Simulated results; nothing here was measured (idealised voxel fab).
process module | voxel air gaps
For reference, the cross-section in this document is cut, with width 290 nm and square cells of 5 nm.
A cross-section is a grid of square cells, given in bands from the top down. A band is one or more rows of cells. Each band's line starts with the height of the band's top and of its bottom, in nm. Then come its materials from left to right, each with its width in nm. One material with "everywhere" fills the band from edge to edge. "blank" is empty space. Convention: height 0 is the level below which the wafer, as received, is all one material. The lowest band does not terminate at the bottom but continues downward, represented as "from 0 down". When a width is written as two numbers, as in "30..40", the first number is the width in the top row of cells of the band and the second is the width in its bottom row, and the width changes by the same amount from each row to the next. Take "everything unchanged" at face value: in the step it is given for, the cross-section changed in none of its cells. "Completely enclosed voids" contains a list of empty spaces, each no smaller than 8 cells and without an open way to the top, written in the form width x height at distance with the distance from the left edge and all three in nm. Text after the settings on a step's line: the simulator's own remark on that step. A step line may carry the setting "overlay nm", which, for steps involving a mask, states the distance by which the mask lay to the right of its intended position; negative values denote displacement to the left.
THE PLANNED PROCESS STEPS ARE ENUMERATED HEREUNDER
1. RECEIVE (material Si)
2. CONFORMAL_DEP (material SiO2; thk nm 15)
3. CONFORMAL_DEP (material SiN; thk nm 5)
4. DIRECTIONAL_DEP (material lowk; thk nm 35)
5. MASKED_ETCH (tone open; mask id LINES; width nm 20; pitch nm 50; etch materials lowk; depth nm 35; overlay nm -15)
6. CONFORMAL_DEP (material TiN; thk nm 5)
7. FILL_DEP (material Cu; thk nm 10)
8. CMP (height nm 55)
9. EPI (material Ru; thk nm 10)
10. SELECTIVE_ETCH (etch materials lowk; depth nm 45)
11. CONFORMAL_DEP (material SiCN; thk nm 5)
The overlay nm used in step 5 is not the same on every wafer, whereas the starting condition is; the value printed in the plan is the first wafer's.
THE AS-RECEIVED CROSS-SECTION OF THE FIRST OF SEVERAL WAFERS CORRESPONDS TO THE STATE AFTER STEP 1
    from 0 down  Si everywhere
    Completely enclosed voids: none
FIRST WAFER AT THE END, AFTER STEP 11
    from 70 to 65  blank=30 / SiCN=200 / blank=60
    from 65 to 55  blank=30 / SiCN=5 / Ru=40 / SiCN=10 / Ru=40 / SiCN=10 / Ru=40 / SiCN=10 / Ru=40 / SiCN=5 / blank=60
    from 55 to 50  blank=30 / SiCN=15 / TiN=5 / Cu=10 / TiN=5 / SiCN=30 / TiN=5 / Cu=10 / TiN=5 / SiCN=30 / TiN=5 / Cu=10 / TiN=5 / SiCN=30 / TiN=5 / Cu=10 / TiN=5 / SiCN=15 / blank=60
    from 50 to 25  blank=40 / SiCN=5 / TiN=5 / Cu=10 / TiN=5 / SiCN=5 / blank=20 / SiCN=5 / TiN=5 / Cu=10 / TiN=5 / SiCN=5 / blank=20 / SiCN=5 / TiN=5 / Cu=10 / TiN=5 / SiCN=5 / blank=20 / SiCN=5 / TiN=5 / Cu=10 / TiN=5 / SiCN=5 / blank=70
    from 25 to 20  SiCN=45 / TiN=20 / SiCN=30 / TiN=20 / SiCN=30 / TiN=20 / SiCN=30 / TiN=20 / SiCN=75
    from 20 to 15  SiN everywhere
    from 15 to 0  SiO2 everywhere
    from 0 down  Si everywhere
    Completely enclosed voids: 20 x 25 at 70; 20 x 25 at 120; 20 x 25 at 170
THE LAST WAFER AS SEEN IN CROSS-SECTION AT THE END OF THE MODULE
    from 70 to 65  blank=60 / SiCN=200 / blank=30
    from 65 to 55  blank=60 / SiCN=5 / Ru=40 / SiCN=10 / Ru=40 / SiCN=10 / Ru=40 / SiCN=10 / Ru=40 / SiCN=5 / blank=30
    from 55 to 50  blank=60 / SiCN=15 / TiN=5 / Cu=10 / TiN=5 / SiCN=30 / TiN=5 / Cu=10 / TiN=5 / SiCN=30 / TiN=5 / Cu=10 / TiN=5 / SiCN=30 / TiN=5 / Cu=10 / TiN=5 / SiCN=15 / blank=30
    from 50 to 25  blank=70 / SiCN=5 / TiN=5 / Cu=10 / TiN=5 / SiCN=5 / blank=20 / SiCN=5 / TiN=5 / Cu=10 / TiN=5 / SiCN=5 / blank=20 / SiCN=5 / TiN=5 / Cu=10 / TiN=5 / SiCN=5 / blank=20 / SiCN=5 / TiN=5 / Cu=10 / TiN=5 / SiCN=5 / blank=40
    from 25 to 20  SiCN=75 / TiN=20 / SiCN=30 / TiN=20 / SiCN=30 / TiN=20 / SiCN=30 / TiN=20 / SiCN=45
    from 20 to 15  SiN everywhere
    from 15 to 0  SiO2 everywhere
    from 0 down  Si everywhere
    Completely enclosed voids: 20 x 25 at 100; 20 x 25 at 150; 20 x 25 at 200
FOR YOUR REFERENCE, THE TABLE IS ORGANIZED WITH A ROW PER WAFER; EACH ROW REFLECTS THE WAFER AT THE END OF THE MODULE, INDICATING FOR EACH MATERIAL THE CELLS GAINED (+) OR LOST (-) SINCE RECEIPT, AND THEREAFTER ITS CLOSED VOIDS
overlay nm -15, +48 Cu, +64 Ru, +162 SiCN, +58 SiN, +174 SiO2, +64 TiN, Completely enclosed voids: 20 x 25 at 70; 20 x 25 at 120; 20 x 25 at 170
overlay nm -10, +48 Cu, +64 Ru, +162 SiCN, +58 SiN, +174 SiO2, +64 TiN, Completely enclosed voids: 20 x 25 at 75; 20 x 25 at 125; 20 x 25 at 175
overlay nm -5, +48 Cu, +64 Ru, +162 SiCN, +58 SiN, +174 SiO2, +64 TiN, Completely enclosed voids: 20 x 25 at 80; 20 x 25 at 130; 20 x 25 at 180
overlay nm 0, +48 Cu, +64 Ru, +162 SiCN, +58 SiN, +174 SiO2, +64 TiN, Completely enclosed voids: 20 x 25 at 85; 20 x 25 at 135; 20 x 25 at 185
overlay nm 5, +48 Cu, +64 Ru, +162 SiCN, +58 SiN, +174 SiO2, +64 TiN, Completely enclosed voids: 20 x 25 at 90; 20 x 25 at 140; 20 x 25 at 190
overlay nm 10, +48 Cu, +64 Ru, +162 SiCN, +58 SiN, +174 SiO2, +64 TiN, Completely enclosed voids: 20 x 25 at 95; 20 x 25 at 145; 20 x 25 at 195
overlay nm 15, +48 Cu, +64 Ru, +162 SiCN, +58 SiN, +174 SiO2, +64 TiN, Completely enclosed voids: 20 x 25 at 100; 20 x 25 at 150; 20 x 25 at 200
